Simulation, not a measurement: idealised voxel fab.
Proc. module: voxel gate over fins
Square cell edge 5 nm, section width 170 nm, ID cut.
Notation: cross-section as square-cell grid; stated in bands, top first, going down; one or more cell rows per band.
Band: top height; bottom height; in nm. Then, left to right: material with width in nm, for each material. "all across": a single material spanning edge to edge. "empty": empty space.
Beneath 0, the wafer as received is one material, and that level is where height counting begins. The lowest band goes on downward without a bottom; it is written like "0 down".
It should be noted that a width expressed as "30->40" varies in equal increments from row to row of cells within the band, taking the value of the first number at the top row and that of the second number at the bottom row.
Any step labelled "nothing was modified" changed none of the cells in the cross-section.
"Enclosed void list": empty spaces of 8 cells or more with no open way to the top, each given as width x height at distance, distance from the left edge, all in nm.
Step line, after settings: the simulator's comment on this step.
overlay nm: how far to the right of its planned place the mask lay on this masked step (negative: to the left).
# Below is the list of planned process steps
step 1: RECEIVE | material Si
step 2: CONFORMAL_DEP | material SiN | thk nm 10
step 3: DIRECTIONAL_DEP | material aC | thk nm 10
step 4: PATTERN | tone cover | mask id FINS | material resist | width nm 15 | pitch nm 60 | thk nm 30 | overlay nm 0
step 5: DIRECTIONAL_ETCH | etch materials aC | depth nm 10
step 6: STRIP | etch materials resist
step 7: DIRECTIONAL_ETCH | etch materials SiN | depth nm 10
step 8: DIRECTIONAL_ETCH | etch materials Si | depth nm 35
step 9: STRIP | etch materials aC
step 10: OXIDIZE | depth nm 5
step 11: FILL_DEP | material SiO2 | thk nm 5
step 12: CMP | height nm 10
step 13: DIRECTIONAL_DEP | material aC | thk nm 15
step 14: PATTERN | tone open | mask id RAIL | material resist | width nm 15 | thk nm 30 | overlay nm 0
step 15: DIRECTIONAL_ETCH | etch materials aC | depth nm 15
step 16: STRIP | etch materials resist
step 17: DIRECTIONAL_ETCH | etch materials SiO2 | depth nm 40
step 18: STRIP | etch materials aC
step 19: CONFORMAL_DEP | material TiN | thk nm 5
step 20: FILL_DEP | material Ru | thk nm 10
step 21: CMP | height nm 10
step 22: SELECTIVE_ETCH | etch materials W Ru TiN | depth nm 30
step 23: FILL_DEP | material SiO2 | thk nm 5
step 24: CMP | height nm 10
step 25: SELECTIVE_ETCH | etch materials SiO2 | depth nm 25
step 26: STRIP | etch materials SiN
step 27: CONFORMAL_DEP | material HfO2 | thk nm 5
step 28: CONFORMAL_DEP | material TiN | thk nm 5
step 29: CONFORMAL_DEP | material TiAl | thk nm 5
step 30: CONFORMAL_DEP | material TiN | thk nm 5
step 31: FILL_DEP | material W | thk nm 15
step 32: CMP | height nm 30
step 33: CONFORMAL_DEP | material SiCN | thk nm 5
Where the wafers of this document differ is in the width nm of step 14; they start out the same, and the plan states the value that applied to the first wafer.
# Cross-section, first of several wafers, as delivered after step 1
  0 down = Si all across
  Enclosed void list: none
# Cross-sectional representation of the first of several wafers at the end of the module, i.e. after its terminal step, step 33
  35 to 30 = SiCN all across
  30 to 20 = W all across
  20 to 15 = 30 W | 45 TiN | 15 W | 45 TiN | 35 W
  15 to 10 = 30 W | 5 TiN | 35 TiAl | 5 TiN | 15 W | 5 TiN | 35 TiAl | 5 TiN | 35 W
  10 to 5 = 30 W | 5 TiN | 5 TiAl | 25 TiN | 5 TiAl | 5 TiN | 15 W | 5 TiN | 5 TiAl | 25 TiN | 5 TiAl | 5 TiN | 35 W
  5 to 0 = 35 TiN | 5 TiAl | 5 TiN | 15 HfO2 | 5 TiN | 5 TiAl | 25 TiN | 5 TiAl | 5 TiN | 15 HfO2 | 5 TiN | 5 TiAl | 40 TiN
  0 to -5 = 40 TiAl | 5 TiN | 5 HfO2 | 5 Si | 5 HfO2 | 5 TiN | 35 TiAl | 5 TiN | 5 HfO2 | 5 Si | 5 HfO2 | 5 TiN | 45 TiAl
  -5 to -10 = 45 TiN | 5 HfO2 | 5 Si | 5 HfO2 | 45 TiN | 5 HfO2 | 5 Si | 5 HfO2 | 50 TiN
  -10 to -15 = 50 HfO2 | 5 Si | 55 HfO2 | 5 Si | 55 HfO2
  -15 to -20 = 50 SiO2 | 5 Si | 55 SiO2 | 5 Si | 55 SiO2
  -20 to -25 = 50 SiO2 | 5 Si | 20 SiO2 | 5 TiN | 5 Ru | 5 TiN | 20 SiO2 | 5 Si | 55 SiO2
  -25 to -30 = 50 SiO2 | 5 Si | 20 SiO2 | 15 TiN | 20 SiO2 | 5 Si | 55 SiO2
  -30 to -40 = 50 SiO2 | 5 Si | 55 SiO2 | 5 Si | 55 SiO2
  -40 down = Si all across
  Enclosed void list: none
# Here we cross-sectioned the last of the wafers once the module was done
  35 to 30 = SiCN all across
  30 to 20 = W all across
  20 to 15 = 30 W | 45 TiN | 15 W | 45 TiN | 35 W
  15 to 10 = 30 W | 5 TiN | 35 TiAl | 5 TiN | 15 W | 5 TiN | 35 TiAl | 5 TiN | 35 W
  10 to 5 = 30 W | 5 TiN | 5 TiAl | 25 TiN | 5 TiAl | 5 TiN | 15 W | 5 TiN | 5 TiAl | 25 TiN | 5 TiAl | 5 TiN | 35 W
  5 to 0 = 35 TiN | 5 TiAl | 5 TiN | 15 HfO2 | 5 TiN | 5 TiAl | 25 TiN | 5 TiAl | 5 TiN | 15 HfO2 | 5 TiN | 5 TiAl | 40 TiN
  0 to -5 = 40 TiAl | 5 TiN | 5 HfO2 | 5 Si | 5 HfO2 | 5 TiN | 35 TiAl | 5 TiN | 5 HfO2 | 5 Si | 5 HfO2 | 5 TiN | 45 TiAl
  -5 to -10 = 45 TiN | 5 HfO2 | 5 Si | 5 HfO2 | 45 TiN | 5 HfO2 | 5 Si | 5 HfO2 | 50 TiN
  -10 to -15 = 50 HfO2 | 5 Si | 55 HfO2 | 5 Si | 55 HfO2
  -15 to -20 = 50 SiO2 | 5 Si | 55 SiO2 | 5 Si | 55 SiO2
  -20 to -25 = 50 SiO2 | 5 Si | 15 SiO2 | 5 TiN | 20 Ru | 5 TiN | 10 SiO2 | 5 Si | 55 SiO2
  -25 to -30 = 50 SiO2 | 5 Si | 15 SiO2 | 30 TiN | 10 SiO2 | 5 Si | 55 SiO2
  -30 to -40 = 50 SiO2 | 5 Si | 55 SiO2 | 5 Si | 55 SiO2
  -40 down = Si all across
  Enclosed void list: none
# Each row below is a wafer at the end of the module, listing for every material the number of cells it has gained (+) or lost (-) since it was received, followed by its closed voids
width nm 15; +46 HfO2; +1 Ru; -256 Si; +34 SiCN; +154 SiO2; +46 TiAl; +97 TiN; +116 W; Enclosed void list: none
width nm 20; +46 HfO2; +2 Ru; -256 Si; +34 SiCN; +152 SiO2; +46 TiAl; +98 TiN; +116 W; Enclosed void list: none
width nm 25; +46 HfO2; +3 Ru; -256 Si; +34 SiCN; +150 SiO2; +46 TiAl; +99 TiN; +116 W; Enclosed void list: none
width nm 30; +46 HfO2; +4 Ru; -256 Si; +34 SiCN; +148 SiO2; +46 TiAl; +100 TiN; +116 W; Enclosed void list: none
